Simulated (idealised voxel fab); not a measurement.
process module | voxel ribs on slabs
cross-section cut | 275 nm wide | cells 5 nm
A cross-section is a grid of square cells, given in bands from the top down. A band is one or more rows of cells.
Each band's line starts with the height of the band's top and of its bottom, in nm. Then come its materials from left to right, each with its width in nm. One material with "throughout" fills the band from edge to edge. "air" is empty space.
Height 0 is the level under which the wafer as received is all one material. The lowest band goes on downwards, as in "0 down".
A width such as "30 to 40" changes by the same amount from each row of cells to the next, from the band's top row to its bottom row.
"no change" after a step means that no cell of the cross-section changed.
closed voids: empty space of 8 cells or more with no open way to the top, each as width x height at its distance from the left edge, in nm
after a step's settings: what the simulator itself notes on the step
overlay nm, on a step with a mask: how far to the right of its planned place the mask lay; to the left if negative
plan
1 op RECEIVE | material Si
2 op DIRECTIONAL_DEP | material SiO2 | thk nm 20
3 op DIRECTIONAL_DEP | material polySi | thk nm 15
4 op MASKED_ETCH | tone cover | mask id RIB | width nm 15 | etch materials polySi | depth nm 5 | overlay nm 0
5 op PATTERN | tone cover | mask id SLAB | material resist | width nm 45 | thk nm 20 | overlay nm 0
6 op DIRECTIONAL_ETCH | etch materials polySi | depth nm 10
7 op STRIP | etch materials resist
8 op FILL_DEP | material SiO2 | thk nm 25
9 op CMP | height nm 55
10 op DIRECTIONAL_DEP | material W | thk nm 10
11 op MASKED_ETCH | tone cover | mask id HEATER | width nm 25 | etch materials W | depth nm 10 | overlay nm 0
12 op CONFORMAL_DEP | material SiO2 | thk nm 5
varied across the wafers: width nm of step 4. The plan shows the first wafer's value. All wafers start alike
first wafer as received, after step 1
  0 down: Si throughout
  closed voids: none
first wafer at the end, after step 12
  70 to 65: air 120 | SiO2 35 | air 120
  65 to 60: air 120 | SiO2 5 | W 25 | SiO2 5 | air 120
  60 to 55: SiO2 125 | W 25 | SiO2 125
  55 to 35: SiO2 throughout
  35 to 30: SiO2 130 | polySi 15 | SiO2 130
  30 to 20: SiO2 115 | polySi 45 | SiO2 115
  20 to 0: SiO2 throughout
  0 down: Si throughout
  closed voids: none
last wafer at the end
  70 to 65: air 120 | SiO2 35 | air 120
  65 to 60: air 120 | SiO2 5 | W 25 | SiO2 5 | air 120
  60 to 55: SiO2 125 | W 25 | SiO2 125
  55 to 35: SiO2 throughout
  35 to 30: SiO2 125 | polySi 30 | SiO2 120
  30 to 20: SiO2 115 | polySi 45 | SiO2 115
  20 to 0: SiO2 throughout
  0 down: Si throughout
  closed voids: none
each wafer at the end: cells of each material gained (+) or lost (-) since it was received, then its closed voids
width nm 15 | +643 SiO2 | +10 W | +21 polySi | closed voids: none
width nm 20 | +642 SiO2 | +10 W | +22 polySi | closed voids: none
width nm 25 | +641 SiO2 | +10 W | +23 polySi | closed voids: none
width nm 30 | +640 SiO2 | +10 W | +24 polySi | closed voids: none
